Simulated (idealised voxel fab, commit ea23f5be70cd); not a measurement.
The process module that follows is named voxel capacitor over wiring.
The width of the displayed cross-section, cut, is 210 nm; its cells are square, with a size of 5 nm.
Cross-section = grid of square cells, listed top down in bands; band = one or more rows.
Band entry format. Leading values: height of top, height of bottom, nm. Remainder: materials in left-to-right order, each with its width in nm. Special words: "full width" on a single material, which then fills the band edge to edge; "blank", empty space.
Counting heights begins at 0, where everything beneath is, in the wafer as received, one material. The lowest band has no bottom; it goes on downwards, as "0 down" shows.
A two-number width, for instance "30 to 40", indicates that the width is equal to the first number in the top row of the band and to the second number in the bottom row, and that it changes by a constant amount per row of cells.
When a step is marked "changes: none", none of the cells in the cross-section changed during that step.
"Sealed-off cavities": empty spaces of 8 cells or more with no open way to the top, each given as width x height at distance, distance from the left edge, all in nm.
Anything after a step's settings on that line? It's the simulator's own note about the step.
"overlay nm" on a masked step: distance the mask lay right of its planned place, negative for left.
**These are the steps we planned for the process**
1,RECEIVE [material Si]
2,CONFORMAL_DEP [material SiO2] [thk nm 10]
3,CONFORMAL_DEP [material SiCN] [thk nm 5]
4,DIRECTIONAL_DEP [material SiO2] [thk nm 15]
5,PATTERN [tone open] [mask id METAL_1] [material resist] [width nm 30] [pitch nm 95] [thk nm 20] [overlay nm 0]
6,DIRECTIONAL_ETCH [etch materials SiO2] [depth nm 15]
7,DIRECTIONAL_ETCH [etch materials SiCN] [depth nm 5]
8,STRIP [etch materials resist]
9,CONFORMAL_DEP [material TiN] [thk nm 5]
10,FILL_DEP [material Cu] [thk nm 5]
11,CMP [height nm 30]
12,CONFORMAL_DEP [material SiCN] [thk nm 5]
13,DIRECTIONAL_DEP [material lowk] [thk nm 20]
14,PATTERN [tone open] [mask id PLUG_1] [material resist] [width nm 15] [thk nm 15] [overlay nm 0]
15,DIRECTIONAL_ETCH [etch materials lowk] [depth nm 20]
16,DIRECTIONAL_ETCH [etch materials SiCN] [depth nm 5]
17,STRIP [etch materials resist]
18,EPI [material Ru] [thk nm 10]
19,EPI [material Ru] [thk nm 10]
20,EPI [material Ru] [thk nm 5]
21,DIRECTIONAL_DEP [material TiN] [thk nm 5]
22,DIRECTIONAL_DEP [material HfO2] [thk nm 5]
23,DIRECTIONAL_DEP [material TiN] [thk nm 5]
24,MASKED_ETCH [tone cover] [mask id UPPER_PLATE] [width nm 70] [etch materials TiN] [depth nm 5] [overlay nm 0]
25,MASKED_ETCH [tone cover] [mask id UPPER_PLATE] [width nm 70] [etch materials HfO2] [depth nm 5] [overlay nm 0]
26,MASKED_ETCH [tone cover] [mask id LOWER_PLATE] [width nm 80] [etch materials TiN] [depth nm 5] [overlay nm 0]
27,FILL_DEP [material SiO2] [thk nm 15]
28,CMP [height nm 80]
29,DIRECTIONAL_DEP [material aC] [thk nm 15]
30,PATTERN [tone open] [mask id PLUG_2] [material resist] [width nm 15] [thk nm 30] [overlay nm 0]
31,DIRECTIONAL_ETCH [etch materials aC] [depth nm 15]
32,STRIP [etch materials resist]
33,DIRECTIONAL_ETCH [etch materials SiO2] [depth nm 10]
34,STRIP [etch materials aC]
35,CONFORMAL_DEP [material TiN] [thk nm 5]
36,FILL_DEP [material W] [thk nm 5]
37,CMP [height nm 80]
38,CONFORMAL_DEP [material SiN] [thk nm 5]
**First wafer of two (run as planned)**
**Cross-section of the wafer as it came to us, i.e., already through step 1**
  0 down: Si full width
  Sealed-off cavities: none
**You're looking at a cross-section of the wafer after step 2**
  10 to 0: SiO2 full width
  Below 0, no change.
**You're looking at a cross-section of the wafer after step 3**
  15 to 10: SiCN full width
  Below 10, no change.
**You're looking at a cross-section of the wafer after step 4**
  30 to 15: SiO2 full width
  Below 15, no change.
**You're looking at a cross-section of the wafer after step 5**
  50 to 30: resist 40  blank 30  resist 65  blank 30  resist 45
  Below 30, no change.
**You're looking at a cross-section of the wafer after step 6**
  50 to 30: resist 40  blank 30  resist 65  blank 30  resist 45
  30 to 15: SiO2 40  blank 30  SiO2 65  blank 30  SiO2 45
  Below 15, no change.
**You're looking at a cross-section of the wafer after step 7**
  50 to 30: resist 40  blank 30  resist 65  blank 30  resist 45
  30 to 15: SiO2 40  blank 30  SiO2 65  blank 30  SiO2 45
  15 to 10: SiCN 40  blank 30  SiCN 65  blank 30  SiCN 45
  Below 10, no change.
**You're looking at a cross-section of the wafer after step 8**
  30 to 15: SiO2 40  blank 30  SiO2 65  blank 30  SiO2 45
  Below 15, no change.
**You're looking at a cross-section of the wafer after step 9**
  35 to 30: TiN 45  blank 20  TiN 75  blank 20  TiN 50
  30 to 15: SiO2 40  TiN 5  blank 20  TiN 5  SiO2 65  TiN 5  blank 20  TiN 5  SiO2 45
  15 to 10: SiCN 40  TiN 30  SiCN 65  TiN 30  SiCN 45
  Below 10, no change.
**You're looking at a cross-section of the wafer after step 10**
  40 to 35: Cu full width
  35 to 30: TiN 45  Cu 20  TiN 75  Cu 20  TiN 50
  30 to 15: SiO2 40  TiN 5  Cu 20  TiN 5  SiO2 65  TiN 5  Cu 20  TiN 5  SiO2 45
  Below 15, no change.
**You're looking at a cross-section of the wafer after step 11**
  30 to 15: SiO2 40  TiN 5  Cu 20  TiN 5  SiO2 65  TiN 5  Cu 20  TiN 5  SiO2 45
  Below 15, no change.
**You're looking at a cross-section of the wafer after step 12**
  35 to 30: SiCN full width
  Below 30, no change.
**You're looking at a cross-section of the wafer after step 13**
  55 to 35: lowk full width
  Below 35, no change.
**You're looking at a cross-section of the wafer after step 14**
  70 to 55: resist 55  blank 15  resist 140
  Below 55, no change.
**You're looking at a cross-section of the wafer after step 15**
  70 to 55: resist 55  blank 15  resist 140
  55 to 35: lowk 55  blank 15  lowk 140
  Below 35, no change.
**You're looking at a cross-section of the wafer after step 16**
  70 to 55: resist 55  blank 15  resist 140
  55 to 35: lowk 55  blank 15  lowk 140
  35 to 30: SiCN 55  blank 15  SiCN 140
  Below 30, no change.
**You're looking at a cross-section of the wafer after step 17**
  55 to 35: lowk 55  blank 15  lowk 140
  Below 35, no change.
**You're looking at a cross-section of the wafer after step 18**
  55 to 40: lowk 55  blank 15  lowk 140
  40 to 35: lowk 55  Ru 15  lowk 140
  35 to 30: SiCN 55  Ru 15  SiCN 140
  Below 30, no change.
**You're looking at a cross-section of the wafer after step 19**
  55 to 50: lowk 55  blank 15  lowk 140
  50 to 35: lowk 55  Ru 15  lowk 140
  Below 35, no change.
**You're looking at a cross-section of the wafer after step 20**
  55 to 35: lowk 55  Ru 15  lowk 140
  Below 35, no change.
**You're looking at a cross-section of the wafer after step 21**
  60 to 55: TiN full width
  Below 55, no change.
**You're looking at a cross-section of the wafer after step 22**
  65 to 60: HfO2 full width
  Below 60, no change.
**You're looking at a cross-section of the wafer after step 23**
  70 to 65: TiN full width
  Below 65, no change.
**You're looking at a cross-section of the wafer after step 24**
  70 to 65: blank 55  TiN 70  blank 85
  Below 65, no change.
**You're looking at a cross-section of the wafer after step 25**
  70 to 65: blank 55  TiN 70  blank 85
  65 to 60: blank 55  HfO2 70  blank 85
  Below 60, no change.
**You're looking at a cross-section of the wafer after step 26**
  70 to 65: blank 55  TiN 70  blank 85
  65 to 60: blank 55  HfO2 70  blank 85
  60 to 55: blank 50  TiN 80  blank 80
  Below 55, no change.
**You're looking at a cross-section of the wafer after step 27**
  85 to 70: SiO2 full width
  70 to 65: SiO2 55  TiN 70  SiO2 85
  65 to 60: SiO2 55  HfO2 70  SiO2 85
  60 to 55: SiO2 50  TiN 80  SiO2 80
  Below 55, no change.
**You're looking at a cross-section of the wafer after step 28**
  80 to 70: SiO2 full width
  Below 70, no change.
**You're looking at a cross-section of the wafer after step 29**
  95 to 80: aC full width
  Below 80, no change.
**You're looking at a cross-section of the wafer after step 30**
  125 to 95: resist 65  blank 15  resist 130
  Below 95, no change.
**You're looking at a cross-section of the wafer after step 31**
  110 to 95: resist 65  blank 15  resist 130
  95 to 80: aC 65  blank 15  aC 130
  Below 80, no change.
**You're looking at a cross-section of the wafer after step 32**
  95 to 80: aC 65  blank 15  aC 130
  Below 80, no change.
**You're looking at a cross-section of the wafer after step 33**
  95 to 80: aC 65  blank 15  aC 130
  80 to 70: SiO2 65  blank 15  SiO2 130
  Below 70, no change.
**You're looking at a cross-section of the wafer after step 34**
  80 to 70: SiO2 65  blank 15  SiO2 130
  Below 70, no change.
**You're looking at a cross-section of the wafer after step 35**
  85 to 80: TiN 70  blank 5  TiN 135
  80 to 75: SiO2 65  TiN 5  blank 5  TiN 5  SiO2 130
  75 to 65: SiO2 65 to 55  TiN 15 to 70  SiO2 130 to 85
  Below 65, no change.
**You're looking at a cross-section of the wafer after step 36**
  90 to 85: W full width
  85 to 80: TiN 70  W 5  TiN 135
  80 to 75: SiO2 65  TiN 5  W 5  TiN 5  SiO2 130
  Below 75, no change.
**You're looking at a cross-section of the wafer after step 37**
  80 to 75: SiO2 65  TiN 5  W 5  TiN 5  SiO2 130
  Below 75, no change.
**You're looking at a cross-section of the wafer after step 38**
  85 to 80: SiN full width
  Below 80, no change.
**The remaining wafer, second of the two, started like the first and was run to the same plan, except that one mistake was made along the way; the two coincide through step 12, inclusive**
**Cross-section, second wafer, at the end time the plan gives for step 13**
  75 to 35: lowk full width
  Below 35, no change.
**Cross-section, second wafer, at the end time the plan gives for step 14**
  90 to 75: resist 55  blank 15  resist 140
  Below 75, no change.
**Cross-section, second wafer, at the end time the plan gives for step 15**
  90 to 75: resist 55  blank 15  resist 140
  75 to 55: lowk 55  blank 15  lowk 140
  Below 55, no change.
Cross-section, second wafer, at the end time the plan gives for step 16: changes: none
**Cross-section, second wafer, at the end time the plan gives for step 17**
  75 to 55: lowk 55  blank 15  lowk 140
  Below 55, no change.
Cross-section, second wafer, at the end time the plan gives for step 18: changes: none
Cross-section, second wafer, at the end time the plan gives for step 19: changes: none
Cross-section, second wafer, at the end time the plan gives for step 20: changes: none
**Cross-section, second wafer, at the end time the plan gives for step 21**
  80 to 75: TiN 55  blank 15  TiN 140
  75 to 60: lowk 55  blank 15  lowk 140
  60 to 55: lowk 55  TiN 15  lowk 140
  Below 55, no change.
**Cross-section, second wafer, at the end time the plan gives for step 22**
  85 to 80: HfO2 55  blank 15  HfO2 140
  80 to 75: TiN 55  blank 15  TiN 140
  75 to 65: lowk 55  blank 15  lowk 140
  65 to 60: lowk 55  HfO2 15  lowk 140
  Below 60, no change.
**Cross-section, second wafer, at the end time the plan gives for step 23**
  90 to 85: TiN 55  blank 15  TiN 140
  85 to 80: HfO2 55  blank 15  HfO2 140
  80 to 75: TiN 55  blank 15  TiN 140
  75 to 70: lowk 55  blank 15  lowk 140
  70 to 65: lowk 55  TiN 15  lowk 140
  Below 65, no change.
**Cross-section, second wafer, at the end time the plan gives for step 24**
  90 to 85: blank 70  TiN 55  blank 85
  Below 85, no change.
**Cross-section, second wafer, at the end time the plan gives for step 25**
  90 to 85: blank 70  TiN 55  blank 85
  85 to 80: blank 70  HfO2 55  blank 85
  Below 80, no change.
**Cross-section, second wafer, at the end time the plan gives for step 26**
  90 to 85: blank 70  TiN 55  blank 85
  85 to 80: blank 70  HfO2 55  blank 85
  80 to 75: blank 50  TiN 5  blank 15  TiN 60  blank 80
  Below 75, no change.
**Cross-section, second wafer, at the end time the plan gives for step 27**
  105 to 90: SiO2 full width
  90 to 85: SiO2 70  TiN 55  SiO2 85
  85 to 80: SiO2 70  HfO2 55  SiO2 85
  80 to 75: SiO2 50  TiN 5  SiO2 15  TiN 60  SiO2 80
  75 to 70: lowk 55  SiO2 15  lowk 140
  Below 70, no change.
**Cross-section, second wafer, at the end time the plan gives for step 28**
  80 to 75: SiO2 50  TiN 5  SiO2 15  TiN 60  SiO2 80
  Below 75, no change.
**Cross-section, second wafer, at the end time the plan gives for step 29**
  95 to 80: aC full width
  Below 80, no change.
**Cross-section, second wafer, at the end time the plan gives for step 30**
  125 to 95: resist 65  blank 15  resist 130
  Below 95, no change.
**Cross-section, second wafer, at the end time the plan gives for step 31**
  110 to 95: resist 65  blank 15  resist 130
  95 to 80: aC 65  blank 15  aC 130
  Below 80, no change.
**Cross-section, second wafer, at the end time the plan gives for step 32**
  95 to 80: aC 65  blank 15  aC 130
  Below 80, no change.
**Cross-section, second wafer, at the end time the plan gives for step 33**
  95 to 80: aC 65  blank 15  aC 130
  80 to 75: SiO2 50  TiN 5  SiO2 10  blank 5  TiN 60  SiO2 80
  75 to 70: lowk 55  SiO2 10  blank 5  lowk 140
  Below 70, no change.
**Cross-section, second wafer, at the end time the plan gives for step 34**
  80 to 75: SiO2 50  TiN 5  SiO2 10  blank 5  TiN 60  SiO2 80
  Below 75, no change.
**Cross-section, second wafer, at the end time the plan gives for step 35**
  85 to 80: TiN full width
  80 to 75: SiO2 50  TiN 5  SiO2 10  TiN 65  SiO2 80
  75 to 70: lowk 55  SiO2 10  TiN 5  lowk 140
  Below 70, no change.
**Cross-section, second wafer, at the end time the plan gives for step 36**
  90 to 85: W full width
  Below 85, no change.
**Cross-section, second wafer, at the end time the plan gives for step 37**
  80 to 75: SiO2 50  TiN 5  SiO2 10  TiN 65  SiO2 80
  Below 75, no change.
**Cross-section, second wafer, at the end time the plan gives for step 38**
  85 to 80: SiN full width
  Below 80, no change.
Nonconformance to the process plan: step 13, plan: ran twice
The final cell counts differ between the wafers, with the second having more or fewer of some materials than the first: HfO2 -11 | Ru -15 | SiCN +3 | SiO2 -130 | TiN -14 | W -1 | lowk +168
